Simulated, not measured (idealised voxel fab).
Documented hereafter: the process module known as voxel transistor to metal.
Displayed cross-section: cut, width of 295 nm, square cells sized 5 nm.
Cross-section spec: square-cell grid; bands listed top down; each band is one or more rows.
What a band's entry tells you: where the top is and where the bottom is, as heights in nm, and after that what lies inside, material by material from left to right, each with its width in nm. Empty space is written as the word "empty", and a single material marked with the word "all across" occupies the band from edge to edge.
Heights are reckoned from 0. Under this level, the received wafer is all of one material. The bottommost band is open-ended downward, for example "0 nm and below".
The two numbers in a width such as "30->40" mark its ends across the band: the first belongs to the top row of cells, the second to the bottom row, and from each row to the next the width moves by the same amount.
Basically "same as before" means that step didn't change any cell in the cross-section.
In the "Sealed internal cavities" entry, you get each enclosed empty space of 8 cells or more, one with no open way to the top, written width x height at distance, distance from the left edge, in nm.
Anything after a step's settings on that line? It's the simulator's own note about the step.
overlay nm: mask right of planned place by this much (step with mask). Neg. = left.

-- Planned step list for the process
step 1: RECEIVE [material Si]
step 2: CONFORMAL_DEP [material SiO2] [thk nm 5]
step 3: CONFORMAL_DEP [material SiN] [thk nm 10]
step 4: MASKED_ETCH [tone cover] [mask id ACTIVE] [width nm 110] [pitch nm 140] [etch materials SiN] [depth nm 10] [overlay nm 0]
step 5: MASKED_ETCH [tone cover] [mask id ACTIVE] [width nm 110] [pitch nm 140] [etch materials SiO2] [depth nm 5] [overlay nm 0]
step 6: MASKED_ETCH [tone cover] [mask id ACTIVE] [width nm 110] [pitch nm 140] [etch materials Si] [depth nm 20] [overlay nm 0]
step 7: FILL_DEP [material SiO2] [thk nm 5]
step 8: CMP [height nm 15]
step 9: SELECTIVE_ETCH [etch materials SiO2] [depth nm 5]
step 10: STRIP [etch materials SiN]
step 11: SELECTIVE_ETCH [etch materials SiO2] [depth nm 5]
step 12: OXIDIZE [depth nm 5]
step 13: DIRECTIONAL_DEP [material polySi] [thk nm 30]
step 14: DIRECTIONAL_DEP [material SiCN] [thk nm 10]
step 15: MASKED_ETCH [tone cover] [mask id GATE] [width nm 20] [pitch nm 140] [etch materials SiCN] [depth nm 20] [overlay nm 0]
step 16: MASKED_ETCH [tone cover] [mask id GATE] [width nm 20] [pitch nm 140] [etch materials polySi] [depth nm 40] [overlay nm 0]
step 17: CONFORMAL_DEP [material SiO2] [thk nm 5]
step 18: DIRECTIONAL_ETCH [etch materials SiO2] [depth nm 5]
step 19: CONFORMAL_DEP [material SiN] [thk nm 10]
step 20: DIRECTIONAL_ETCH [etch materials SiN] [depth nm 10]
step 21: DIRECTIONAL_ETCH [etch materials SiO2] [depth nm 5]
step 22: DIRECTIONAL_ETCH [etch materials Si] [depth nm 15]
step 23: EPI [material pSi] [thk nm 15]
step 24: FILL_DEP [material SiO2] [thk nm 10]
step 25: CMP [height nm 40]
step 26: DIRECTIONAL_DEP [material SiO2] [thk nm 15]
step 27: PATTERN [tone open] [mask id CONTACT] [material resist] [width nm 20] [thk nm 20] [overlay nm 0]
step 28: DIRECTIONAL_ETCH [etch materials SiO2] [depth nm 45]
step 29: STRIP [etch materials resist]
step 30: CONFORMAL_DEP [material TiN] [thk nm 5]
step 31: FILL_DEP [material Ru] [thk nm 5]
step 32: CMP [height nm 55]
step 33: CONFORMAL_DEP [material SiCN] [thk nm 5]
step 34: DIRECTIONAL_DEP [material SiO2] [thk nm 20]
step 35: DIRECTIONAL_DEP [material aC] [thk nm 10]
step 36: PATTERN [tone open] [mask id METAL_1] [material resist] [width nm 20] [thk nm 30] [overlay nm 0]
step 37: DIRECTIONAL_ETCH [etch materials aC] [depth nm 10]
step 38: STRIP [etch materials resist]
step 39: DIRECTIONAL_ETCH [etch materials SiO2] [depth nm 20]
step 40: DIRECTIONAL_ETCH [etch materials SiCN] [depth nm 5]
step 41: STRIP [etch materials aC]
step 42: CONFORMAL_DEP [material TiN] [thk nm 5]
step 43: FILL_DEP [material Cu] [thk nm 5]
step 44: CMP [height nm 80]
step 45: CONFORMAL_DEP [material SiCN] [thk nm 5]

-- Wafer cross-section on receipt, i.e. after step 1
> 0 nm and below  Si all across
> Sealed internal cavities: none

-- The first of two wafers, cross-sectioned at the end of the module, with the run proceeding as planned
> 85 nm to 80 nm  SiCN all across
> 80 nm to 60 nm  25 SiO2 | 5 TiN | 10 Cu | 5 TiN | 60 SiO2 | 5 TiN | 10 Cu | 5 TiN | 40 SiO2 | 5 TiN | 10 Cu | 5 TiN | 60 SiO2 | 5 TiN | 10 Cu | 5 TiN | 30 SiO2
> 60 nm to 55 nm  25 SiCN | 20 TiN | 60 SiCN | 20 TiN | 40 SiCN | 20 TiN | 60 SiCN | 20 TiN | 30 SiCN
> 55 nm to 40 nm  25 SiO2 | 5 TiN | 10 Ru | 5 TiN | 60 SiO2 | 5 TiN | 10 Ru | 5 TiN | 40 SiO2 | 5 TiN | 10 Ru | 5 TiN | 60 SiO2 | 5 TiN | 10 Ru | 5 TiN | 30 SiO2
> 40 nm to 30 nm  25 SiO2 | 5 TiN | 10 Ru | 5 TiN | 5 SiO2 | 10 SiN | 5 SiO2 | 20 SiCN | 5 SiO2 | 10 SiN | 5 SiO2 | 5 TiN | 10 Ru | 5 TiN | 40 SiO2 | 5 TiN | 10 Ru | 5 TiN | 5 SiO2 | 10 SiN | 5 SiO2 | 20 SiCN | 5 SiO2 | 10 SiN | 5 SiO2 | 5 TiN | 10 Ru | 5 TiN | 30 SiO2
> 30 nm to 15 nm  25 SiO2 | 5 TiN | 10 Ru | 5 TiN | 5 SiO2 | 10 SiN | 5 SiO2 | 20 polySi | 5 SiO2 | 10 SiN | 5 SiO2 | 5 TiN | 10 Ru | 5 TiN | 40 SiO2 | 5 TiN | 10 Ru | 5 TiN | 5 SiO2 | 10 SiN | 5 SiO2 | 20 polySi | 5 SiO2 | 10 SiN | 5 SiO2 | 5 TiN | 10 Ru | 5 TiN | 30 SiO2
> 15 nm to 10 nm  25 SiO2 | 20 TiN | 5 SiO2 | 10 SiN | 5 SiO2 | 20 polySi | 5 SiO2 | 10 SiN | 5 SiO2 | 20 TiN | 40 SiO2 | 20 TiN | 5 SiO2 | 10 SiN | 5 SiO2 | 20 polySi | 5 SiO2 | 10 SiN | 5 SiO2 | 20 TiN | 30 SiO2
> 10 nm to 5 nm  25 SiO2 | 25 pSi | 10 SiN | 5 SiO2 | 20 polySi | 5 SiO2 | 10 SiN | 25 pSi | 40 SiO2 | 25 pSi | 10 SiN | 5 SiO2 | 20 polySi | 5 SiO2 | 10 SiN | 25 pSi | 30 SiO2
> 5 nm to 0 nm  20 SiO2 | 10 SiN | 20 pSi | 10 SiN | 5 SiO2 | 20 polySi | 5 SiO2 | 10 SiN | 20 pSi | 10 SiN | 30 SiO2 | 10 SiN | 20 pSi | 10 SiN | 5 SiO2 | 20 polySi | 5 SiO2 | 10 SiN | 20 pSi | 10 SiN | 25 SiO2
> 0 nm to -5 nm  30 SiO2 | 20 pSi | 50 SiO2 | 20 pSi | 50 SiO2 | 20 pSi | 50 SiO2 | 20 pSi | 35 SiO2
> -5 nm to -20 nm  20 SiO2 | 10 Si | 20 pSi | 50 Si | 20 pSi | 10 Si | 30 SiO2 | 10 Si | 20 pSi | 50 Si | 20 pSi | 10 Si | 25 SiO2
> -20 nm and below  Si all across
> Sealed internal cavities: none

-- second wafer at the end: like start, like plan, one mistake
> 85 nm to 80 nm  SiCN all across
> 80 nm to 60 nm  25 SiO2 | 5 TiN | 10 Cu | 5 TiN | 60 SiO2 | 5 TiN | 10 Cu | 5 TiN | 40 SiO2 | 5 TiN | 10 Cu | 5 TiN | 60 SiO2 | 5 TiN | 10 Cu | 5 TiN | 30 SiO2
> 60 nm to 55 nm  25 SiCN | 20 TiN | 60 SiCN | 20 TiN | 40 SiCN | 20 TiN | 60 SiCN | 20 TiN | 30 SiCN
> 55 nm to 40 nm  25 SiO2 | 5 TiN | 10 Ru | 5 TiN | 60 SiO2 | 5 TiN | 10 Ru | 5 TiN | 40 SiO2 | 5 TiN | 10 Ru | 5 TiN | 60 SiO2 | 5 TiN | 10 Ru | 5 TiN | 30 SiO2
> 40 nm to 30 nm  25 SiO2 | 5 TiN | 10 Ru | 5 TiN | 5 SiO2 | 10 SiN | 5 SiO2 | 20 SiCN | 5 SiO2 | 10 SiN | 5 SiO2 | 5 TiN | 10 Ru | 5 TiN | 40 SiO2 | 5 TiN | 10 Ru | 5 TiN | 5 SiO2 | 10 SiN | 5 SiO2 | 20 SiCN | 5 SiO2 | 10 SiN | 5 SiO2 | 5 TiN | 10 Ru | 5 TiN | 30 SiO2
> 30 nm to 15 nm  25 SiO2 | 5 TiN | 10 Ru | 5 TiN | 5 SiO2 | 10 SiN | 5 SiO2 | 20 polySi | 5 SiO2 | 10 SiN | 5 SiO2 | 5 TiN | 10 Ru | 5 TiN | 40 SiO2 | 5 TiN | 10 Ru | 5 TiN | 5 SiO2 | 10 SiN | 5 SiO2 | 20 polySi | 5 SiO2 | 10 SiN | 5 SiO2 | 5 TiN | 10 Ru | 5 TiN | 30 SiO2
> 15 nm to 10 nm  25 SiO2 | 20 TiN | 5 SiO2 | 10 SiN | 5 SiO2 | 20 polySi | 5 SiO2 | 10 SiN | 5 SiO2 | 20 TiN | 40 SiO2 | 20 TiN | 5 SiO2 | 10 SiN | 5 SiO2 | 20 polySi | 5 SiO2 | 10 SiN | 5 SiO2 | 20 TiN | 30 SiO2
> 10 nm to 5 nm  25 SiO2 | 25 pSi | 10 SiN | 5 SiO2 | 20 polySi | 5 SiO2 | 10 SiN | 25 pSi | 40 SiO2 | 25 pSi | 10 SiN | 5 SiO2 | 20 polySi | 5 SiO2 | 10 SiN | 25 pSi | 30 SiO2
> 5 nm to 0 nm  20 SiO2 | 10 SiN | 20 pSi | 10 SiN | 5 SiO2 | 20 polySi | 5 SiO2 | 10 SiN | 20 pSi | 10 SiN | 30 SiO2 | 10 SiN | 20 pSi | 10 SiN | 5 SiO2 | 20 polySi | 5 SiO2 | 10 SiN | 20 pSi | 10 SiN | 25 SiO2
> 0 nm to -5 nm  30 SiO2 | 20 pSi | 50 SiO2 | 20 pSi | 50 SiO2 | 20 pSi | 50 SiO2 | 20 pSi | 35 SiO2
> -5 nm to -20 nm  20 SiO2 | 10 Si | 20 pSi | 50 Si | 20 pSi | 10 Si | 30 SiO2 | 10 Si | 20 pSi | 50 Si | 20 pSi | 10 Si | 25 SiO2
> -20 nm to -40 nm  20 SiO2 | 110 Si | 30 SiO2 | 110 Si | 25 SiO2
> -40 nm and below  Si all across
> Sealed internal cavities: none
Diagnosis: the plan had its step 6 run twice
Final tally in cells, some materials are higher or lower on the second wafer than on the first: 60 fewer of Si; 60 more of SiO2
